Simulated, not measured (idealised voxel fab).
process module | voxel gate over fins
cross-section cut | 235 nm wide | cells 5 nm
A cross-section is a grid of square cells, given in bands from the top down. A band is one or more rows of cells.
Each band's line starts with the height of the band's top and of its bottom, in nm. Then come its materials from left to right, each with its width in nm. One material with "throughout" fills the band from edge to edge. "air" is empty space.
Height 0 is the level under which the wafer as received is all one material. The lowest band goes on downwards, as in "0 down".
A width such as "30 to 40" changes by the same amount from each row of cells to the next, from the band's top row to its bottom row.
"no change" after a step means that no cell of the cross-section changed.
closed voids: empty space of 8 cells or more with no open way to the top, each as width x height at its distance from the left edge, in nm
after a step's settings: what the simulator itself notes on the step
overlay nm, on a step with a mask: how far to the right of its planned place the mask lay; to the left if negative
plan
1 op RECEIVE | material Si
2 op CONFORMAL_DEP | material SiN | thk nm 10
3 op MASKED_ETCH | tone cover | mask id FINS | width nm 15 | pitch nm 50 | etch materials SiN | depth nm 10 | overlay nm 0
4 op MASKED_ETCH | tone cover | mask id FINS | width nm 15 | pitch nm 50 | etch materials Si | depth nm 30 | overlay nm 0
5 op OXIDIZE | depth nm 5
6 op FILL_DEP | material SiO2 | thk nm 10
7 op CMP | height nm 10
8 op PATTERN | tone open | mask id RAIL | material resist | width nm 15 | thk nm 15 | overlay nm 0
9 op DIRECTIONAL_ETCH | etch materials SiO2 | depth nm 35
10 op STRIP | etch materials resist
11 op CONFORMAL_DEP | material TiN | thk nm 5
12 op FILL_DEP | material W | thk nm 5
13 op CMP | height nm 10
14 op SELECTIVE_ETCH | etch materials W Ru TiN | depth nm 30
15 op FILL_DEP | material SiO2 | thk nm 5
16 op CMP | height nm 10
17 op SELECTIVE_ETCH | etch materials SiO2 | depth nm 20
18 op STRIP | etch materials SiN
19 op CONFORMAL_DEP | material HfO2 | thk nm 5
20 op CONFORMAL_DEP | material TiN | thk nm 5
21 op CONFORMAL_DEP | material TiAl | thk nm 5
22 op CONFORMAL_DEP | material TiN | thk nm 5
23 op FILL_DEP | material W | thk nm 10
24 op CMP | height nm 25
25 op CONFORMAL_DEP | material SiN | thk nm 5
as received, after step 1
  0 down: Si throughout
  closed voids: none
first wafer at the end, as planned
  30 to 25: SiN throughout
  25 to 20: W throughout
  20 to 15: W 20 | TiN 45 | W 5 | TiN 45 | W 5 | TiN 45 | W 5 | TiN 45 | W 20
  15 to 10: W 20 | TiN 5 | TiAl 35 | TiN 5 | W 5 | TiN 5 | TiAl 35 | TiN 5 | W 5 | TiN 5 | TiAl 35 | TiN 5 | W 5 | TiN 5 | TiAl 35 | TiN 5 | W 20
  10 to 5: TiN 25 | TiAl 5 | TiN 25 | TiAl 5 | TiN 15 | TiAl 5 | TiN 25 | TiAl 5 | TiN 15 | TiAl 5 | TiN 25 | TiAl 5 | TiN 15 | TiAl 5 | TiN 25 | TiAl 5 | TiN 25
  5 to 0: TiAl 30 | TiN 5 | HfO2 15 | TiN 5 | TiAl 25 | TiN 5 | HfO2 15 | TiN 5 | TiAl 25 | TiN 5 | HfO2 15 | TiN 5 | TiAl 25 | TiN 5 | HfO2 15 | TiN 5 | TiAl 30
  0 to -5: TiN 35 | HfO2 5 | Si 5 | HfO2 5 | TiN 35 | HfO2 5 | Si 5 | HfO2 5 | TiN 35 | HfO2 5 | Si 5 | HfO2 5 | TiN 35 | HfO2 5 | Si 5 | HfO2 5 | TiN 35
  -5 to -10: HfO2 40 | Si 5 | HfO2 45 | Si 5 | HfO2 45 | Si 5 | HfO2 45 | Si 5 | HfO2 40
  -10 to -20: SiO2 40 | Si 5 | SiO2 45 | Si 5 | SiO2 45 | Si 5 | SiO2 45 | Si 5 | SiO2 40
  -20 to -25: SiO2 40 | Si 5 | SiO2 15 | TiN 15 | SiO2 15 | Si 5 | SiO2 45 | Si 5 | SiO2 45 | Si 5 | SiO2 40
  -25 to -35: SiO2 40 | Si 5 | SiO2 45 | Si 5 | SiO2 45 | Si 5 | SiO2 45 | Si 5 | SiO2 40
  -35 down: Si throughout
  closed voids: none
second wafer at the end: like start, like plan, one mistake
  30 to 25: SiN throughout
  25 to 15: W throughout
  15 to 10: W 25 | TiN 35 | W 15 | TiN 35 | W 15 | TiN 35 | W 15 | TiN 35 | W 25
  10 to 5: W 25 | TiN 5 | TiAl 25 | TiN 5 | W 15 | TiN 5 | TiAl 25 | TiN 5 | W 15 | TiN 5 | TiAl 25 | TiN 5 | W 15 | TiN 5 | TiAl 25 | TiN 5 | W 25
  5 to 0: TiN 30 | TiAl 5 | TiN 15 | TiAl 5 | TiN 25 | TiAl 5 | TiN 15 | TiAl 5 | TiN 25 | TiAl 5 | TiN 15 | TiAl 5 | TiN 25 | TiAl 5 | TiN 15 | TiAl 5 | TiN 30
  0 to -5: TiAl 35 | TiN 5 | Si 5 | TiN 5 | TiAl 35 | TiN 5 | Si 5 | TiN 5 | TiAl 35 | TiN 5 | Si 5 | TiN 5 | TiAl 35 | TiN 5 | Si 5 | TiN 5 | TiAl 35
  -5 to -10: TiN 40 | Si 5 | TiN 45 | Si 5 | TiN 45 | Si 5 | TiN 45 | Si 5 | TiN 40
  -10 to -20: SiO2 40 | Si 5 | SiO2 45 | Si 5 | SiO2 45 | Si 5 | SiO2 45 | Si 5 | SiO2 40
  -20 to -25: SiO2 40 | Si 5 | SiO2 15 | TiN 15 | SiO2 15 | Si 5 | SiO2 45 | Si 5 | SiO2 45 | Si 5 | SiO2 40
  -25 to -35: SiO2 40 | Si 5 | SiO2 45 | Si 5 | SiO2 45 | Si 5 | SiO2 45 | Si 5 | SiO2 40
  -35 down: Si throughout
  closed voids: none
what went wrong: step 19 was left out
at the end the second wafer has, in cells: 63 fewer of HfO2 | 63 more of W
